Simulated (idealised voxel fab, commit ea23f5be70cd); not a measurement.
process module | voxel wiring stack
cross-section cut | 225 nm wide | cells 5 nm
A cross-section is a grid of square cells, given in bands from the top down. A band is one or more rows of cells.
Each band's line starts with the height of the band's top and of its bottom, in nm. Then come its materials from left to right, each with its width in nm. One material with "throughout" fills the band from edge to edge. "air" is empty space.
Height 0 is the level under which the wafer as received is all one material. The lowest band goes on downwards, as in "0 down".
A width such as "30 to 40" changes by the same amount from each row of cells to the next, from the band's top row to its bottom row.
"no change" after a step means that no cell of the cross-section changed.
closed voids: empty space of 8 cells or more with no open way to the top, each as width x height at its distance from the left edge, in nm
after a step's settings: what the simulator itself notes on the step
overlay nm, on a step with a mask: how far to the right of its planned place the mask lay; to the left if negative
plan
1 op RECEIVE | material Si
2 op CONFORMAL_DEP | material SiO2 | thk nm 10
3 op DIRECTIONAL_DEP | material TiN | thk nm 5
4 op DIRECTIONAL_DEP | material Ru | thk nm 20
5 op DIRECTIONAL_DEP | material aC | thk nm 10
6 op PATTERN | tone cover | mask id METAL_1 | material resist | width nm 30 | pitch nm 50 | thk nm 30 | overlay nm 0
7 op DIRECTIONAL_ETCH | etch materials aC | depth nm 10
8 op STRIP | etch materials resist
9 op DIRECTIONAL_ETCH | etch materials Ru | depth nm 20
10 op DIRECTIONAL_ETCH | etch materials TiN | depth nm 5
11 op STRIP | etch materials aC
12 op CONFORMAL_DEP | material SiCN | thk nm 5
13 op FILL_DEP | material lowk | thk nm 5
14 op CMP | height nm 35
15 op CONFORMAL_DEP | material SiCN | thk nm 5
16 op DIRECTIONAL_DEP | material lowk | thk nm 15
17 op MASKED_ETCH | tone open | mask id PLUG_1 | width nm 15 | pitch nm 50 | etch materials lowk | depth nm 15 | overlay nm 0
18 op MASKED_ETCH | tone open | mask id PLUG_1 | width nm 15 | pitch nm 50 | etch materials SiCN | depth nm 5 | overlay nm 0
19 op CONFORMAL_DEP | material TiN | thk nm 5
20 op FILL_DEP | material Cu | thk nm 10
21 op CMP | height nm 55
22 op DIRECTIONAL_DEP | material TiN | thk nm 5
23 op DIRECTIONAL_DEP | material W | thk nm 20
24 op PATTERN | tone cover | mask id METAL_2 | material resist | width nm 30 | pitch nm 50 | thk nm 15 | overlay nm 0
25 op DIRECTIONAL_ETCH | etch materials W | depth nm 20
26 op DIRECTIONAL_ETCH | etch materials TiN | depth nm 5
27 op STRIP | etch materials resist
28 op FILL_DEP | material lowk | thk nm 5
29 op CMP | height nm 80
30 op CONFORMAL_DEP | material SiCN | thk nm 5
31 op DIRECTIONAL_DEP | material SiO2 | thk nm 10
32 op PATTERN | tone open | mask id PLUG_2 | material resist | width nm 15 | pitch nm 100 | thk nm 20 | overlay nm 0
33 op DIRECTIONAL_ETCH | etch materials SiO2 | depth nm 10
34 op DIRECTIONAL_ETCH | etch materials SiCN | depth nm 5
35 op STRIP | etch materials resist
36 op EPI | material Ru | thk nm 10
37 op EPI | material Ru | thk nm 5
38 op DIRECTIONAL_DEP | material TiN | thk nm 5
39 op DIRECTIONAL_DEP | material Ru | thk nm 25
40 op PATTERN | tone cover | mask id METAL_3 | material resist | width nm 30 | pitch nm 50 | thk nm 20 | overlay nm 0
41 op DIRECTIONAL_ETCH | etch materials Ru | depth nm 25
42 op DIRECTIONAL_ETCH | etch materials TiN | depth nm 5
43 op STRIP | etch materials resist
44 op FILL_DEP | material lowk | thk nm 10
45 op CMP | height nm 125
46 op CONFORMAL_DEP | material SiN | thk nm 5
first wafer, as planned
as received, after step 1
  0 down: Si throughout
  closed voids: none
after step 2
  10 to 0: SiO2 throughout
  below 0: unchanged
after step 3
  15 to 10: TiN throughout
  below 10: unchanged
after step 4
  35 to 15: Ru throughout
  below 15: unchanged
after step 5
  45 to 35: aC throughout
  below 35: unchanged
after step 6
  75 to 45: air 20 | resist 30 | air 20 | resist 30 | air 20 | resist 30 | air 20 | resist 30 | air 25
  below 45: unchanged
after step 7
  65 to 45: air 20 | resist 30 | air 20 | resist 30 | air 20 | resist 30 | air 20 | resist 30 | air 25
  45 to 35: air 20 | aC 30 | air 20 | aC 30 | air 20 | aC 30 | air 20 | aC 30 | air 25
  below 35: unchanged
after step 8
  45 to 35: air 20 | aC 30 | air 20 | aC 30 | air 20 | aC 30 | air 20 | aC 30 | air 25
  below 35: unchanged
after step 9
  45 to 35: air 20 | aC 30 | air 20 | aC 30 | air 20 | aC 30 | air 20 | aC 30 | air 25
  35 to 15: air 20 | Ru 30 | air 20 | Ru 30 | air 20 | Ru 30 | air 20 | Ru 30 | air 25
  below 15: unchanged
after step 10
  45 to 35: air 20 | aC 30 | air 20 | aC 30 | air 20 | aC 30 | air 20 | aC 30 | air 25
  35 to 15: air 20 | Ru 30 | air 20 | Ru 30 | air 20 | Ru 30 | air 20 | Ru 30 | air 25
  15 to 10: air 20 | TiN 30 | air 20 | TiN 30 | air 20 | TiN 30 | air 20 | TiN 30 | air 25
  below 10: unchanged
after step 11
  35 to 15: air 20 | Ru 30 | air 20 | Ru 30 | air 20 | Ru 30 | air 20 | Ru 30 | air 25
  below 15: unchanged
after step 12
  40 to 35: air 15 | SiCN 40 | air 10 | SiCN 40 | air 10 | SiCN 40 | air 10 | SiCN 40 | air 20
  35 to 15: air 15 | SiCN 5 | Ru 30 | SiCN 5 | air 10 | SiCN 5 | Ru 30 | SiCN 5 | air 10 | SiCN 5 | Ru 30 | SiCN 5 | air 10 | SiCN 5 | Ru 30 | SiCN 5 | air 20
  15 to 10: SiCN 20 | TiN 30 | SiCN 20 | TiN 30 | SiCN 20 | TiN 30 | SiCN 20 | TiN 30 | SiCN 25
  below 10: unchanged
after step 13
  45 to 40: lowk throughout
  40 to 35: lowk 15 | SiCN 40 | lowk 10 | SiCN 40 | lowk 10 | SiCN 40 | lowk 10 | SiCN 40 | lowk 20
  35 to 15: lowk 15 | SiCN 5 | Ru 30 | SiCN 5 | lowk 10 | SiCN 5 | Ru 30 | SiCN 5 | lowk 10 | SiCN 5 | Ru 30 | SiCN 5 | lowk 10 | SiCN 5 | Ru 30 | SiCN 5 | lowk 20
  below 15: unchanged
after step 14
  35 to 15: lowk 15 | SiCN 5 | Ru 30 | SiCN 5 | lowk 10 | SiCN 5 | Ru 30 | SiCN 5 | lowk 10 | SiCN 5 | Ru 30 | SiCN 5 | lowk 10 | SiCN 5 | Ru 30 | SiCN 5 | lowk 20
  below 15: unchanged
after step 15
  40 to 35: SiCN throughout
  below 35: unchanged
after step 16
  55 to 40: lowk throughout
  below 40: unchanged
after step 17
  55 to 40: lowk 20 | air 15 | lowk 35 | air 15 | lowk 35 | air 15 | lowk 35 | air 15 | lowk 40
  below 40: unchanged
after step 18
  55 to 40: lowk 20 | air 15 | lowk 35 | air 15 | lowk 35 | air 15 | lowk 35 | air 15 | lowk 40
  40 to 35: SiCN 20 | air 15 | SiCN 35 | air 15 | SiCN 35 | air 15 | SiCN 35 | air 15 | SiCN 40
  below 35: unchanged
after step 19
  60 to 55: TiN 25 | air 5 | TiN 45 | air 5 | TiN 45 | air 5 | TiN 45 | air 5 | TiN 45
  55 to 40: lowk 20 | TiN 5 | air 5 | TiN 5 | lowk 35 | TiN 5 | air 5 | TiN 5 | lowk 35 | TiN 5 | air 5 | TiN 5 | lowk 35 | TiN 5 | air 5 | TiN 5 | lowk 40
  40 to 35: SiCN 20 | TiN 15 | SiCN 35 | TiN 15 | SiCN 35 | TiN 15 | SiCN 35 | TiN 15 | SiCN 40
  below 35: unchanged
after step 20
  70 to 60: Cu throughout
  60 to 55: TiN 25 | Cu 5 | TiN 45 | Cu 5 | TiN 45 | Cu 5 | TiN 45 | Cu 5 | TiN 45
  55 to 40: lowk 20 | TiN 5 | Cu 5 | TiN 5 | lowk 35 | TiN 5 | Cu 5 | TiN 5 | lowk 35 | TiN 5 | Cu 5 | TiN 5 | lowk 35 | TiN 5 | Cu 5 | TiN 5 | lowk 40
  below 40: unchanged
after step 21
  55 to 40: lowk 20 | TiN 5 | Cu 5 | TiN 5 | lowk 35 | TiN 5 | Cu 5 | TiN 5 | lowk 35 | TiN 5 | Cu 5 | TiN 5 | lowk 35 | TiN 5 | Cu 5 | TiN 5 | lowk 40
  below 40: unchanged
after step 22
  60 to 55: TiN throughout
  below 55: unchanged
after step 23
  80 to 60: W throughout
  below 60: unchanged
after step 24
  95 to 80: air 20 | resist 30 | air 20 | resist 30 | air 20 | resist 30 | air 20 | resist 30 | air 25
  below 80: unchanged
after step 25
  95 to 80: air 20 | resist 30 | air 20 | resist 30 | air 20 | resist 30 | air 20 | resist 30 | air 25
  80 to 60: air 20 | W 30 | air 20 | W 30 | air 20 | W 30 | air 20 | W 30 | air 25
  below 60: unchanged
after step 26
  95 to 80: air 20 | resist 30 | air 20 | resist 30 | air 20 | resist 30 | air 20 | resist 30 | air 25
  80 to 60: air 20 | W 30 | air 20 | W 30 | air 20 | W 30 | air 20 | W 30 | air 25
  60 to 55: air 20 | TiN 30 | air 20 | TiN 30 | air 20 | TiN 30 | air 20 | TiN 30 | air 25
  below 55: unchanged
after step 27
  80 to 60: air 20 | W 30 | air 20 | W 30 | air 20 | W 30 | air 20 | W 30 | air 25
  below 60: unchanged
after step 28
  85 to 80: lowk throughout
  80 to 60: lowk 20 | W 30 | lowk 20 | W 30 | lowk 20 | W 30 | lowk 20 | W 30 | lowk 25
  60 to 55: lowk 20 | TiN 30 | lowk 20 | TiN 30 | lowk 20 | TiN 30 | lowk 20 | TiN 30 | lowk 25
  below 55: unchanged
after step 29
  80 to 60: lowk 20 | W 30 | lowk 20 | W 30 | lowk 20 | W 30 | lowk 20 | W 30 | lowk 25
  below 60: unchanged
after step 30
  85 to 80: SiCN throughout
  below 80: unchanged
after step 31
  95 to 85: SiO2 throughout
  below 85: unchanged
after step 32
  115 to 95: resist 20 | air 15 | resist 85 | air 15 | resist 90
  below 95: unchanged
after step 33
  115 to 95: resist 20 | air 15 | resist 85 | air 15 | resist 90
  95 to 85: SiO2 20 | air 15 | SiO2 85 | air 15 | SiO2 90
  below 85: unchanged
after step 34
  115 to 95: resist 20 | air 15 | resist 85 | air 15 | resist 90
  95 to 85: SiO2 20 | air 15 | SiO2 85 | air 15 | SiO2 90
  85 to 80: SiCN 20 | air 15 | SiCN 85 | air 15 | SiCN 90
  below 80: unchanged
after step 35
  95 to 85: SiO2 20 | air 15 | SiO2 85 | air 15 | SiO2 90
  below 85: unchanged
after step 36
  95 to 90: SiO2 20 | air 15 | SiO2 85 | air 15 | SiO2 90
  90 to 85: SiO2 20 | Ru 15 | SiO2 85 | Ru 15 | SiO2 90
  85 to 80: SiCN 20 | Ru 15 | SiCN 85 | Ru 15 | SiCN 90
  below 80: unchanged
after step 37
  95 to 85: SiO2 20 | Ru 15 | SiO2 85 | Ru 15 | SiO2 90
  below 85: unchanged
after step 38
  100 to 95: TiN throughout
  below 95: unchanged
after step 39
  125 to 100: Ru throughout
  below 100: unchanged
after step 40
  145 to 125: air 20 | resist 30 | air 20 | resist 30 | air 20 | resist 30 | air 20 | resist 30 | air 25
  below 125: unchanged
after step 41
  145 to 125: air 20 | resist 30 | air 20 | resist 30 | air 20 | resist 30 | air 20 | resist 30 | air 25
  125 to 100: air 20 | Ru 30 | air 20 | Ru 30 | air 20 | Ru 30 | air 20 | Ru 30 | air 25
  below 100: unchanged
after step 42
  145 to 125: air 20 | resist 30 | air 20 | resist 30 | air 20 | resist 30 | air 20 | resist 30 | air 25
  125 to 100: air 20 | Ru 30 | air 20 | Ru 30 | air 20 | Ru 30 | air 20 | Ru 30 | air 25
  100 to 95: air 20 | TiN 30 | air 20 | TiN 30 | air 20 | TiN 30 | air 20 | TiN 30 | air 25
  below 95: unchanged
after step 43
  125 to 100: air 20 | Ru 30 | air 20 | Ru 30 | air 20 | Ru 30 | air 20 | Ru 30 | air 25
  below 100: unchanged
after step 44
  135 to 125: lowk throughout
  125 to 100: lowk 20 | Ru 30 | lowk 20 | Ru 30 | lowk 20 | Ru 30 | lowk 20 | Ru 30 | lowk 25
  100 to 95: lowk 20 | TiN 30 | lowk 20 | TiN 30 | lowk 20 | TiN 30 | lowk 20 | TiN 30 | lowk 25
  below 95: unchanged
after step 45
  125 to 100: lowk 20 | Ru 30 | lowk 20 | Ru 30 | lowk 20 | Ru 30 | lowk 20 | Ru 30 | lowk 25
  below 100: unchanged
after step 46
  130 to 125: SiN throughout
  below 125: unchanged
second wafer: like start, like plan, one mistake. Through step 21 it matches the first wafer
when step 22 should have ended
  70 to 55: TiN throughout
  below 55: unchanged
when step 23 should have ended
  90 to 70: W throughout
  below 70: unchanged
when step 24 should have ended
  105 to 90: air 20 | resist 30 | air 20 | resist 30 | air 20 | resist 30 | air 20 | resist 30 | air 25
  below 90: unchanged
when step 25 should have ended
  105 to 90: air 20 | resist 30 | air 20 | resist 30 | air 20 | resist 30 | air 20 | resist 30 | air 25
  90 to 70: air 20 | W 30 | air 20 | W 30 | air 20 | W 30 | air 20 | W 30 | air 25
  below 70: unchanged
when step 26 should have ended
  105 to 90: air 20 | resist 30 | air 20 | resist 30 | air 20 | resist 30 | air 20 | resist 30 | air 25
  90 to 70: air 20 | W 30 | air 20 | W 30 | air 20 | W 30 | air 20 | W 30 | air 25
  70 to 65: air 20 | TiN 30 | air 20 | TiN 30 | air 20 | TiN 30 | air 20 | TiN 30 | air 25
  below 65: unchanged
when step 27 should have ended
  90 to 70: air 20 | W 30 | air 20 | W 30 | air 20 | W 30 | air 20 | W 30 | air 25
  below 70: unchanged
when step 28 should have ended
  95 to 90: lowk throughout
  90 to 70: lowk 20 | W 30 | lowk 20 | W 30 | lowk 20 | W 30 | lowk 20 | W 30 | lowk 25
  70 to 65: lowk 20 | TiN 30 | lowk 20 | TiN 30 | lowk 20 | TiN 30 | lowk 20 | TiN 30 | lowk 25
  below 65: unchanged
when step 29 should have ended
  80 to 70: lowk 20 | W 30 | lowk 20 | W 30 | lowk 20 | W 30 | lowk 20 | W 30 | lowk 25
  below 70: unchanged
when step 30 should have ended
  85 to 80: SiCN throughout
  below 80: unchanged
when step 31 should have ended
  95 to 85: SiO2 throughout
  below 85: unchanged
when step 32 should have ended
  115 to 95: resist 20 | air 15 | resist 85 | air 15 | resist 90
  below 95: unchanged
when step 33 should have ended
  115 to 95: resist 20 | air 15 | resist 85 | air 15 | resist 90
  95 to 85: SiO2 20 | air 15 | SiO2 85 | air 15 | SiO2 90
  below 85: unchanged
when step 34 should have ended
  115 to 95: resist 20 | air 15 | resist 85 | air 15 | resist 90
  95 to 85: SiO2 20 | air 15 | SiO2 85 | air 15 | SiO2 90
  85 to 80: SiCN 20 | air 15 | SiCN 85 | air 15 | SiCN 90
  below 80: unchanged
when step 35 should have ended
  95 to 85: SiO2 20 | air 15 | SiO2 85 | air 15 | SiO2 90
  below 85: unchanged
when step 36 should have ended
  95 to 90: SiO2 20 | air 15 | SiO2 85 | air 15 | SiO2 90
  90 to 85: SiO2 20 | Ru 15 | SiO2 85 | Ru 15 | SiO2 90
  85 to 80: SiCN 20 | Ru 15 | SiCN 85 | Ru 15 | SiCN 90
  below 80: unchanged
when step 37 should have ended
  95 to 85: SiO2 20 | Ru 15 | SiO2 85 | Ru 15 | SiO2 90
  below 85: unchanged
when step 38 should have ended
  100 to 95: TiN throughout
  below 95: unchanged
when step 39 should have ended
  125 to 100: Ru throughout
  below 100: unchanged
when step 40 should have ended
  145 to 125: air 20 | resist 30 | air 20 | resist 30 | air 20 | resist 30 | air 20 | resist 30 | air 25
  below 125: unchanged
when step 41 should have ended
  145 to 125: air 20 | resist 30 | air 20 | resist 30 | air 20 | resist 30 | air 20 | resist 30 | air 25
  125 to 100: air 20 | Ru 30 | air 20 | Ru 30 | air 20 | Ru 30 | air 20 | Ru 30 | air 25
  below 100: unchanged
when step 42 should have ended
  145 to 125: air 20 | resist 30 | air 20 | resist 30 | air 20 | resist 30 | air 20 | resist 30 | air 25
  125 to 100: air 20 | Ru 30 | air 20 | Ru 30 | air 20 | Ru 30 | air 20 | Ru 30 | air 25
  100 to 95: air 20 | TiN 30 | air 20 | TiN 30 | air 20 | TiN 30 | air 20 | TiN 30 | air 25
  below 95: unchanged
when step 43 should have ended
  125 to 100: air 20 | Ru 30 | air 20 | Ru 30 | air 20 | Ru 30 | air 20 | Ru 30 | air 25
  below 100: unchanged
when step 44 should have ended
  135 to 125: lowk throughout
  125 to 100: lowk 20 | Ru 30 | lowk 20 | Ru 30 | lowk 20 | Ru 30 | lowk 20 | Ru 30 | lowk 25
  100 to 95: lowk 20 | TiN 30 | lowk 20 | TiN 30 | lowk 20 | TiN 30 | lowk 20 | TiN 30 | lowk 25
  below 95: unchanged
when step 45 should have ended
  125 to 100: lowk 20 | Ru 30 | lowk 20 | Ru 30 | lowk 20 | Ru 30 | lowk 20 | Ru 30 | lowk 25
  below 100: unchanged
when step 46 should have ended
  130 to 125: SiN throughout
  below 125: unchanged
what went wrong: step 22 ran as: op DIRECTIONAL_DEP | material TiN | thk nm 15
at the end the second wafer has, in cells: 90 more of TiN | 48 fewer of W | 42 fewer of lowk
